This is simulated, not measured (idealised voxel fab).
process module | voxel self aligned vias
cross-section cut | 280 nm wide | cells 5 nm
A cross-section is a grid of square cells, given in bands from the top down. A band is one or more rows of cells.
Each band's line starts with the height of the band's top and of its bottom, in nm. Then come its materials from left to right, each with its width in nm. One material with "throughout" fills the band from edge to edge. "air" is empty space.
Height 0 is the level under which the wafer as received is all one material. The lowest band goes on downwards, as in "0 down".
A width such as "30 to 40" changes by the same amount from each row of cells to the next, from the band's top row to its bottom row.
"no change" after a step means that no cell of the cross-section changed.
closed voids: empty space of 8 cells or more with no open way to the top, each as width x height at its distance from the left edge, in nm
after a step's settings: what the simulator itself notes on the step
overlay nm, on a step with a mask: how far to the right of its planned place the mask lay; to the left if negative
plan
1 op RECEIVE | material Si
2 op CONFORMAL_DEP | material SiO2 | thk nm 10
3 op CONFORMAL_DEP | material SiCN | thk nm 5
4 op DIRECTIONAL_DEP | material lowk | thk nm 20
5 op DIRECTIONAL_DEP | material aC | thk nm 10
6 op PATTERN | tone open | mask id LINES | material resist | width nm 25 | pitch nm 70 | thk nm 25 | overlay nm 0
7 op DIRECTIONAL_ETCH | etch materials aC | depth nm 10
8 op STRIP | etch materials resist
9 op DIRECTIONAL_ETCH | etch materials lowk | depth nm 20
10 op STRIP | etch materials aC
11 op CONFORMAL_DEP | material TiN | thk nm 5
12 op FILL_DEP | material Ru | thk nm 10
13 op CMP | height nm 35
14 op SELECTIVE_ETCH | etch materials W Ru TiN | depth nm 10
15 op FILL_DEP | material SiN | thk nm 10
16 op CMP | height nm 35
17 op DIRECTIONAL_DEP | material lowk | thk nm 15
18 op DIRECTIONAL_DEP | material aC | thk nm 15
19 op PATTERN | tone open | mask id VIAS | material resist | width nm 45 | pitch nm 70 | thk nm 30 | overlay nm 0
20 op DIRECTIONAL_ETCH | etch materials aC | depth nm 15
21 op STRIP | etch materials resist
22 op DIRECTIONAL_ETCH | etch materials lowk | depth nm 15
23 op DIRECTIONAL_ETCH | etch materials SiN | depth nm 10
24 op STRIP | etch materials aC
25 op CONFORMAL_DEP | material TiN | thk nm 5
26 op FILL_DEP | material W | thk nm 10
27 op CMP | height nm 50
28 op CONFORMAL_DEP | material SiCN | thk nm 5
first wafer, as planned
as received, after step 1
  0 down: Si throughout
  closed voids: none
after step 2
  10 to 0: SiO2 throughout
  below 0: unchanged
after step 3
  15 to 10: SiCN throughout
  below 10: unchanged
after step 4
  35 to 15: lowk throughout
  below 15: unchanged
after step 5
  45 to 35: aC throughout
  below 35: unchanged
after step 6
  70 to 45: resist 55 | air 25 | resist 45 | air 25 | resist 45 | air 25 | resist 60
  below 45: unchanged
after step 7
  60 to 45: resist 55 | air 25 | resist 45 | air 25 | resist 45 | air 25 | resist 60
  45 to 35: aC 55 | air 25 | aC 45 | air 25 | aC 45 | air 25 | aC 60
  below 35: unchanged
after step 8
  45 to 35: aC 55 | air 25 | aC 45 | air 25 | aC 45 | air 25 | aC 60
  below 35: unchanged
after step 9
  45 to 35: aC 55 | air 25 | aC 45 | air 25 | aC 45 | air 25 | aC 60
  35 to 15: lowk 55 | air 25 | lowk 45 | air 25 | lowk 45 | air 25 | lowk 60
  below 15: unchanged
after step 10
  35 to 15: lowk 55 | air 25 | lowk 45 | air 25 | lowk 45 | air 25 | lowk 60
  below 15: unchanged
after step 11
  40 to 35: TiN 60 | air 15 | TiN 55 | air 15 | TiN 55 | air 15 | TiN 65
  35 to 20: lowk 55 | TiN 5 | air 15 | TiN 5 | lowk 45 | TiN 5 | air 15 | TiN 5 | lowk 45 | TiN 5 | air 15 | TiN 5 | lowk 60
  20 to 15: lowk 55 | TiN 25 | lowk 45 | TiN 25 | lowk 45 | TiN 25 | lowk 60
  below 15: unchanged
after step 12
  50 to 40: Ru throughout
  40 to 35: TiN 60 | Ru 15 | TiN 55 | Ru 15 | TiN 55 | Ru 15 | TiN 65
  35 to 20: lowk 55 | TiN 5 | Ru 15 | TiN 5 | lowk 45 | TiN 5 | Ru 15 | TiN 5 | lowk 45 | TiN 5 | Ru 15 | TiN 5 | lowk 60
  below 20: unchanged
after step 13
  35 to 20: lowk 55 | TiN 5 | Ru 15 | TiN 5 | lowk 45 | TiN 5 | Ru 15 | TiN 5 | lowk 45 | TiN 5 | Ru 15 | TiN 5 | lowk 60
  below 20: unchanged
after step 14
  35 to 25: lowk 55 | air 25 | lowk 45 | air 25 | lowk 45 | air 25 | lowk 60
  below 25: unchanged
after step 15
  45 to 35: SiN throughout
  35 to 25: lowk 55 | SiN 25 | lowk 45 | SiN 25 | lowk 45 | SiN 25 | lowk 60
  below 25: unchanged
after step 16
  35 to 25: lowk 55 | SiN 25 | lowk 45 | SiN 25 | lowk 45 | SiN 25 | lowk 60
  below 25: unchanged
after step 17
  50 to 35: lowk throughout
  below 35: unchanged
after step 18
  65 to 50: aC throughout
  below 50: unchanged
after step 19
  95 to 65: resist 45 | air 45 | resist 25 | air 45 | resist 25 | air 45 | resist 50
  below 65: unchanged
after step 20
  80 to 65: resist 45 | air 45 | resist 25 | air 45 | resist 25 | air 45 | resist 50
  65 to 50: aC 45 | air 45 | aC 25 | air 45 | aC 25 | air 45 | aC 50
  below 50: unchanged
after step 21
  65 to 50: aC 45 | air 45 | aC 25 | air 45 | aC 25 | air 45 | aC 50
  below 50: unchanged
after step 22
  65 to 50: aC 45 | air 45 | aC 25 | air 45 | aC 25 | air 45 | aC 50
  50 to 35: lowk 45 | air 45 | lowk 25 | air 45 | lowk 25 | air 45 | lowk 50
  below 35: unchanged
after step 23
  65 to 50: aC 45 | air 45 | aC 25 | air 45 | aC 25 | air 45 | aC 50
  50 to 35: lowk 45 | air 45 | lowk 25 | air 45 | lowk 25 | air 45 | lowk 50
  35 to 25: lowk 55 | air 25 | lowk 45 | air 25 | lowk 45 | air 25 | lowk 60
  below 25: unchanged
after step 24
  50 to 35: lowk 45 | air 45 | lowk 25 | air 45 | lowk 25 | air 45 | lowk 50
  below 35: unchanged
after step 25
  55 to 50: TiN 50 | air 35 | TiN 35 | air 35 | TiN 35 | air 35 | TiN 55
  50 to 40: lowk 45 | TiN 5 | air 35 | TiN 5 | lowk 25 | TiN 5 | air 35 | TiN 5 | lowk 25 | TiN 5 | air 35 | TiN 5 | lowk 50
  40 to 30: lowk 45 to 55 | TiN 15 to 5 | air 15 | TiN 15 to 5 | lowk 25 to 45 | TiN 15 to 5 | air 15 | TiN 15 to 5 | lowk 25 to 45 | TiN 15 to 5 | air 15 | TiN 15 to 5 | lowk 50 to 60
  30 to 25: lowk 55 | TiN 25 | lowk 45 | TiN 25 | lowk 45 | TiN 25 | lowk 60
  below 25: unchanged
after step 26
  65 to 55: W throughout
  55 to 50: TiN 50 | W 35 | TiN 35 | W 35 | TiN 35 | W 35 | TiN 55
  50 to 40: lowk 45 | TiN 5 | W 35 | TiN 5 | lowk 25 | TiN 5 | W 35 | TiN 5 | lowk 25 | TiN 5 | W 35 | TiN 5 | lowk 50
  40 to 30: lowk 45 to 55 | TiN 15 to 5 | W 15 | TiN 15 to 5 | lowk 25 to 45 | TiN 15 to 5 | W 15 | TiN 15 to 5 | lowk 25 to 45 | TiN 15 to 5 | W 15 | TiN 15 to 5 | lowk 50 to 60
  below 30: unchanged
after step 27
  50 to 40: lowk 45 | TiN 5 | W 35 | TiN 5 | lowk 25 | TiN 5 | W 35 | TiN 5 | lowk 25 | TiN 5 | W 35 | TiN 5 | lowk 50
  below 40: unchanged
after step 28
  55 to 50: SiCN throughout
  below 50: unchanged
second wafer: like start, like plan, one mistake. Through step 21 it matches the first wafer
when step 22 should have ended
  65 to 50: aC 45 | air 45 | aC 25 | air 45 | aC 25 | air 45 | aC 50
  50 to 35: lowk 45 | air 45 | lowk 25 | air 45 | lowk 25 | air 45 | lowk 50
  35 to 25: lowk 45 | air 10 | SiN 25 | air 10 | lowk 25 | air 10 | SiN 25 | air 10 | lowk 25 | air 10 | SiN 25 | air 10 | lowk 50
  25 to 20: lowk 45 | air 10 | TiN 5 | Ru 15 | TiN 5 | air 10 | lowk 25 | air 10 | TiN 5 | Ru 15 | TiN 5 | air 10 | lowk 25 | air 10 | TiN 5 | Ru 15 | TiN 5 | air 10 | lowk 50
  below 20: unchanged
when step 23 should have ended
  65 to 50: aC 45 | air 45 | aC 25 | air 45 | aC 25 | air 45 | aC 50
  50 to 25: lowk 45 | air 45 | lowk 25 | air 45 | lowk 25 | air 45 | lowk 50
  below 25: unchanged
when step 24 should have ended
  50 to 25: lowk 45 | air 45 | lowk 25 | air 45 | lowk 25 | air 45 | lowk 50
  below 25: unchanged
when step 25 should have ended
  55 to 50: TiN 50 | air 35 | TiN 35 | air 35 | TiN 35 | air 35 | TiN 55
  50 to 30: lowk 45 | TiN 5 | air 35 | TiN 5 | lowk 25 | TiN 5 | air 35 | TiN 5 | lowk 25 | TiN 5 | air 35 | TiN 5 | lowk 50
  30 to 25: lowk 45 | TiN 45 | lowk 25 | TiN 45 | lowk 25 | TiN 45 | lowk 50
  25 to 20: lowk 45 | TiN 15 | Ru 15 | TiN 15 | lowk 25 | TiN 15 | Ru 15 | TiN 15 | lowk 25 | TiN 15 | Ru 15 | TiN 15 | lowk 50
  below 20: unchanged
when step 26 should have ended
  65 to 55: W throughout
  55 to 50: TiN 50 | W 35 | TiN 35 | W 35 | TiN 35 | W 35 | TiN 55
  50 to 30: lowk 45 | TiN 5 | W 35 | TiN 5 | lowk 25 | TiN 5 | W 35 | TiN 5 | lowk 25 | TiN 5 | W 35 | TiN 5 | lowk 50
  below 30: unchanged
when step 27 should have ended
  50 to 30: lowk 45 | TiN 5 | W 35 | TiN 5 | lowk 25 | TiN 5 | W 35 | TiN 5 | lowk 25 | TiN 5 | W 35 | TiN 5 | lowk 50
  below 30: unchanged
when step 28 should have ended
  55 to 50: SiCN throughout
  below 50: unchanged
what went wrong: step 22 was run twice
at the end the second wafer has, in cells: 12 more of TiN | 24 more of W | 36 fewer of lowk
